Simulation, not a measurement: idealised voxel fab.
The name of this process module is voxel gate over fins.
Cross-section cut spans 195 nm and uses square cells 5 nm in size.
In this document a cross-section is written as a grid of square cells. It is given as a series of bands, listed from the top down, and a band is one or more rows of cells. Each band's line starts with the height of the band's top and of its bottom, in nm. Then come its materials from left to right, each with its width in nm. One material with "all across" fills the band from edge to edge. "air" is empty space. Height 0 is the level under which the wafer as received is all one material. The lowest band goes on downwards, as in "top 0, no bottom". You'd read "30..40" like this: the band's top row of cells is as wide as the first number, its bottom row is as wide as the second, and going down, every row changes width by the same amount as the row before did. The cross-section has no changed cell in any step marked "everything unchanged". This entry, "Sealed internal cavities", enumerates those empty regions of no fewer than 8 cells that possess no open connection to the top. Each region is reported in the form width x height at distance, the distance being taken from the left edge, with all three quantities expressed in nm. Anything after a step's settings on that line? It's the simulator's own note about the step. overlay nm: where the mask lay relative to plan, measured to the right, on steps with a mask; negatives go left.

## Planned process steps
1) RECEIVE: material Si
2) CONFORMAL_DEP: material SiN, thk nm 5
3) DIRECTIONAL_DEP: material aC, thk nm 10
4) PATTERN: tone cover, mask id FINS, material resist, width nm 15, pitch nm 40, thk nm 25, overlay nm 0
5) DIRECTIONAL_ETCH: etch materials aC, depth nm 10
6) STRIP: etch materials resist
7) DIRECTIONAL_ETCH: etch materials SiN, depth nm 5
8) DIRECTIONAL_ETCH: etch materials Si, depth nm 40
9) STRIP: etch materials aC
10) OXIDIZE: depth nm 5
11) FILL_DEP: material SiO2, thk nm 15
12) CMP: height nm 5
13) SELECTIVE_ETCH: etch materials SiO2, depth nm 15
14) STRIP: etch materials SiN
15) CONFORMAL_DEP: material HfO2, thk nm 5
16) CONFORMAL_DEP: material TiN, thk nm 5
17) CONFORMAL_DEP: material TiAl, thk nm 5
18) CONFORMAL_DEP: material TiN, thk nm 5
19) FILL_DEP: material W, thk nm 10
20) CMP: height nm 25
21) CONFORMAL_DEP: material SiN, thk nm 10

## The first wafer of two, processed as planned

## Received-state cross-section, reflecting completion of step 1
	top 0, no bottom | Si all across
	Sealed internal cavities: none

## The wafer in cross-section once step 2 is complete
	top 5, bottom 0 | SiN all across
	For the remainder of the cross-section, below 0, there is no change.

## The wafer in cross-section once step 3 is complete
	top 15, bottom 5 | aC all across
	For the remainder of the cross-section, below 5, there is no change.

## The wafer in cross-section once step 4 is complete
	top 40, bottom 15 | 70 nm air, 15 nm resist, 25 nm air, 15 nm resist, 70 nm air
	For the remainder of the cross-section, below 15, there is no change.

## The wafer in cross-section once step 5 is complete
	top 30, bottom 15 | 70 nm air, 15 nm resist, 25 nm air, 15 nm resist, 70 nm air
	top 15, bottom 5 | 70 nm air, 15 nm aC, 25 nm air, 15 nm aC, 70 nm air
	For the remainder of the cross-section, below 5, there is no change.

## The wafer in cross-section once step 6 is complete
	top 15, bottom 5 | 70 nm air, 15 nm aC, 25 nm air, 15 nm aC, 70 nm air
	For the remainder of the cross-section, below 5, there is no change.

## The wafer in cross-section once step 7 is complete
	top 15, bottom 5 | 70 nm air, 15 nm aC, 25 nm air, 15 nm aC, 70 nm air
	top 5, bottom 0 | 70 nm air, 15 nm SiN, 25 nm air, 15 nm SiN, 70 nm air
	For the remainder of the cross-section, below 0, there is no change.

## The wafer in cross-section once step 8 is complete
	top 15, bottom 5 | 70 nm air, 15 nm aC, 25 nm air, 15 nm aC, 70 nm air
	top 5, bottom 0 | 70 nm air, 15 nm SiN, 25 nm air, 15 nm SiN, 70 nm air
	top 0, bottom -40 | 70 nm air, 15 nm Si, 25 nm air, 15 nm Si, 70 nm air
	For the remainder of the cross-section, below -40, there is no change.

## The wafer in cross-section once step 9 is complete
	top 5, bottom 0 | 70 nm air, 15 nm SiN, 25 nm air, 15 nm SiN, 70 nm air
	For the remainder of the cross-section, below 0, there is no change.

## The wafer in cross-section once step 10 is complete
	top 5, bottom 0 | 70 nm air, 15 nm SiN, 25 nm air, 15 nm SiN, 70 nm air
	top 0, bottom -40 | 70 nm air, 5 nm SiO2, 5 nm Si, 5 nm SiO2, 25 nm air, 5 nm SiO2, 5 nm Si, 5 nm SiO2, 70 nm air
	top -40, bottom -45 | 75 nm SiO2, 5 nm Si, 35 nm SiO2, 5 nm Si, 75 nm SiO2
	For the remainder of the cross-section, below -45, there is no change.

## The wafer in cross-section once step 11 is complete
	top 20, bottom 5 | SiO2 all across
	top 5, bottom 0 | 70 nm SiO2, 15 nm SiN, 25 nm SiO2, 15 nm SiN, 70 nm SiO2
	top 0, bottom -45 | 75 nm SiO2, 5 nm Si, 35 nm SiO2, 5 nm Si, 75 nm SiO2
	For the remainder of the cross-section, below -45, there is no change.

## The wafer in cross-section once step 12 is complete
	top 5, bottom 0 | 70 nm SiO2, 15 nm SiN, 25 nm SiO2, 15 nm SiN, 70 nm SiO2
	For the remainder of the cross-section, below 0, there is no change.

## The wafer in cross-section once step 13 is complete
	top 5, bottom 0 | 70 nm air, 15 nm SiN, 25 nm air, 15 nm SiN, 70 nm air
	top 0, bottom -10 | 75 nm air, 5 nm Si, 35 nm air, 5 nm Si, 75 nm air
	For the remainder of the cross-section, below -10, there is no change.

## The wafer in cross-section once step 14 is complete
	top 0, bottom -10 | 75 nm air, 5 nm Si, 35 nm air, 5 nm Si, 75 nm air
	For the remainder of the cross-section, below -10, there is no change.

## The wafer in cross-section once step 15 is complete
	top 5, bottom 0 | 70 nm air, 15 nm HfO2, 25 nm air, 15 nm HfO2, 70 nm air
	top 0, bottom -5 | 70 nm air, 5 nm HfO2, 5 nm Si, 5 nm HfO2, 25 nm air, 5 nm HfO2, 5 nm Si, 5 nm HfO2, 70 nm air
	top -5, bottom -10 | 75 nm HfO2, 5 nm Si, 35 nm HfO2, 5 nm Si, 75 nm HfO2
	For the remainder of the cross-section, below -10, there is no change.

## The wafer in cross-section once step 16 is complete
	top 10, bottom 5 | 65 nm air, 25 nm TiN, 15 nm air, 25 nm TiN, 65 nm air
	top 5, bottom 0 | 65 nm air, 5 nm TiN, 15 nm HfO2, 5 nm TiN, 15 nm air, 5 nm TiN, 15 nm HfO2, 5 nm TiN, 65 nm air
	top 0, bottom -5 | 70 nm TiN, 5 nm HfO2, 5 nm Si, 5 nm HfO2, 25 nm TiN, 5 nm HfO2, 5 nm Si, 5 nm HfO2, 70 nm TiN
	For the remainder of the cross-section, below -5, there is no change.

## The wafer in cross-section once step 17 is complete
	top 15, bottom 10 | 60 nm air, 35 nm TiAl, 5 nm air, 35 nm TiAl, 60 nm air
	top 10, bottom 5 | 60 nm air, 5 nm TiAl, 25 nm TiN, 5 nm TiAl, 5 nm air, 5 nm TiAl, 25 nm TiN, 5 nm TiAl, 60 nm air
	top 5, bottom 0 | 65 nm TiAl, 5 nm TiN, 15 nm HfO2, 5 nm TiN, 15 nm TiAl, 5 nm TiN, 15 nm HfO2, 5 nm TiN, 65 nm TiAl
	For the remainder of the cross-section, below 0, there is no change.

## The wafer in cross-section once step 18 is complete
	top 20, bottom 15 | 55 nm air, 85 nm TiN, 55 nm air
	top 15, bottom 10 | 55 nm air, 5 nm TiN, 35 nm TiAl, 5 nm TiN, 35 nm TiAl, 5 nm TiN, 55 nm air
	top 10, bottom 5 | 60 nm TiN, 5 nm TiAl, 25 nm TiN, 5 nm TiAl, 5 nm TiN, 5 nm TiAl, 25 nm TiN, 5 nm TiAl, 60 nm TiN
	For the remainder of the cross-section, below 5, there is no change.

## The wafer in cross-section once step 19 is complete
	top 30, bottom 20 | W all across
	top 20, bottom 15 | 55 nm W, 85 nm TiN, 55 nm W
	top 15, bottom 10 | 55 nm W, 5 nm TiN, 35 nm TiAl, 5 nm TiN, 35 nm TiAl, 5 nm TiN, 55 nm W
	For the remainder of the cross-section, below 10, there is no change.

## The wafer in cross-section once step 20 is complete
	top 25, bottom 20 | W all across
	For the remainder of the cross-section, below 20, there is no change.

## The wafer in cross-section once step 21 is complete
	top 35, bottom 25 | SiN all across
	For the remainder of the cross-section, below 25, there is no change.

## Second wafer: same start and same plan as the first, one execution error; identical to the first through step 7

## The second wafer cut through, at the time step 8 was supposed to be finished
	top 15, bottom 5 | 70 nm air, 15 nm aC, 25 nm air, 15 nm aC, 70 nm air
	top 5, bottom 0 | 70 nm air, 15 nm SiN, 25 nm air, 15 nm SiN, 70 nm air
	top 0, bottom -35 | 70 nm air, 15 nm Si, 25 nm air, 15 nm Si, 70 nm air
	For the remainder of the cross-section, below -35, there is no change.

## The second wafer cut through, at the time step 9 was supposed to be finished
	top 5, bottom 0 | 70 nm air, 15 nm SiN, 25 nm air, 15 nm SiN, 70 nm air
	For the remainder of the cross-section, below 0, there is no change.

## The second wafer cut through, at the time step 10 was supposed to be finished
	top 5, bottom 0 | 70 nm air, 15 nm SiN, 25 nm air, 15 nm SiN, 70 nm air
	top 0, bottom -35 | 70 nm air, 5 nm SiO2, 5 nm Si, 5 nm SiO2, 25 nm air, 5 nm SiO2, 5 nm Si, 5 nm SiO2, 70 nm air
	top -35, bottom -40 | 75 nm SiO2, 5 nm Si, 35 nm SiO2, 5 nm Si, 75 nm SiO2
	For the remainder of the cross-section, below -40, there is no change.

## The second wafer cut through, at the time step 11 was supposed to be finished
	top 20, bottom 5 | SiO2 all across
	top 5, bottom 0 | 70 nm SiO2, 15 nm SiN, 25 nm SiO2, 15 nm SiN, 70 nm SiO2
	top 0, bottom -40 | 75 nm SiO2, 5 nm Si, 35 nm SiO2, 5 nm Si, 75 nm SiO2
	For the remainder of the cross-section, below -40, there is no change.

## The second wafer cut through, at the time step 12 was supposed to be finished
	top 5, bottom 0 | 70 nm SiO2, 15 nm SiN, 25 nm SiO2, 15 nm SiN, 70 nm SiO2
	For the remainder of the cross-section, below 0, there is no change.

## The second wafer cut through, at the time step 13 was supposed to be finished
	top 5, bottom 0 | 70 nm air, 15 nm SiN, 25 nm air, 15 nm SiN, 70 nm air
	top 0, bottom -10 | 75 nm air, 5 nm Si, 35 nm air, 5 nm Si, 75 nm air
	For the remainder of the cross-section, below -10, there is no change.

## The second wafer cut through, at the time step 14 was supposed to be finished
	top 0, bottom -10 | 75 nm air, 5 nm Si, 35 nm air, 5 nm Si, 75 nm air
	For the remainder of the cross-section, below -10, there is no change.

## The second wafer cut through, at the time step 15 was supposed to be finished
	top 5, bottom 0 | 70 nm air, 15 nm HfO2, 25 nm air, 15 nm HfO2, 70 nm air
	top 0, bottom -5 | 70 nm air, 5 nm HfO2, 5 nm Si, 5 nm HfO2, 25 nm air, 5 nm HfO2, 5 nm Si, 5 nm HfO2, 70 nm air
	top -5, bottom -10 | 75 nm HfO2, 5 nm Si, 35 nm HfO2, 5 nm Si, 75 nm HfO2
	For the remainder of the cross-section, below -10, there is no change.

## The second wafer cut through, at the time step 16 was supposed to be finished
	top 10, bottom 5 | 65 nm air, 25 nm TiN, 15 nm air, 25 nm TiN, 65 nm air
	top 5, bottom 0 | 65 nm air, 5 nm TiN, 15 nm HfO2, 5 nm TiN, 15 nm air, 5 nm TiN, 15 nm HfO2, 5 nm TiN, 65 nm air
	top 0, bottom -5 | 70 nm TiN, 5 nm HfO2, 5 nm Si, 5 nm HfO2, 25 nm TiN, 5 nm HfO2, 5 nm Si, 5 nm HfO2, 70 nm TiN
	For the remainder of the cross-section, below -5, there is no change.

## The second wafer cut through, at the time step 17 was supposed to be finished
	top 15, bottom 10 | 60 nm air, 35 nm TiAl, 5 nm air, 35 nm TiAl, 60 nm air
	top 10, bottom 5 | 60 nm air, 5 nm TiAl, 25 nm TiN, 5 nm TiAl, 5 nm air, 5 nm TiAl, 25 nm TiN, 5 nm TiAl, 60 nm air
	top 5, bottom 0 | 65 nm TiAl, 5 nm TiN, 15 nm HfO2, 5 nm TiN, 15 nm TiAl, 5 nm TiN, 15 nm HfO2, 5 nm TiN, 65 nm TiAl
	For the remainder of the cross-section, below 0, there is no change.

## The second wafer cut through, at the time step 18 was supposed to be finished
	top 20, bottom 15 | 55 nm air, 85 nm TiN, 55 nm air
	top 15, bottom 10 | 55 nm air, 5 nm TiN, 35 nm TiAl, 5 nm TiN, 35 nm TiAl, 5 nm TiN, 55 nm air
	top 10, bottom 5 | 60 nm TiN, 5 nm TiAl, 25 nm TiN, 5 nm TiAl, 5 nm TiN, 5 nm TiAl, 25 nm TiN, 5 nm TiAl, 60 nm TiN
	For the remainder of the cross-section, below 5, there is no change.

## The second wafer cut through, at the time step 19 was supposed to be finished
	top 30, bottom 20 | W all across
	top 20, bottom 15 | 55 nm W, 85 nm TiN, 55 nm W
	top 15, bottom 10 | 55 nm W, 5 nm TiN, 35 nm TiAl, 5 nm TiN, 35 nm TiAl, 5 nm TiN, 55 nm W
	For the remainder of the cross-section, below 10, there is no change.

## The second wafer cut through, at the time step 20 was supposed to be finished
	top 25, bottom 20 | W all across
	For the remainder of the cross-section, below 20, there is no change.

## The second wafer cut through, at the time step 21 was supposed to be finished
	top 35, bottom 25 | SiN all across
	For the remainder of the cross-section, below 25, there is no change.
Deviation from plan: note that step 8 departed from the planned setting and was carried out as DIRECTIONAL_ETCH: etch materials Si, depth nm 35
Final wafer comparison in cells, second versus first, more or fewer per material: +37 Si; -37 SiO2
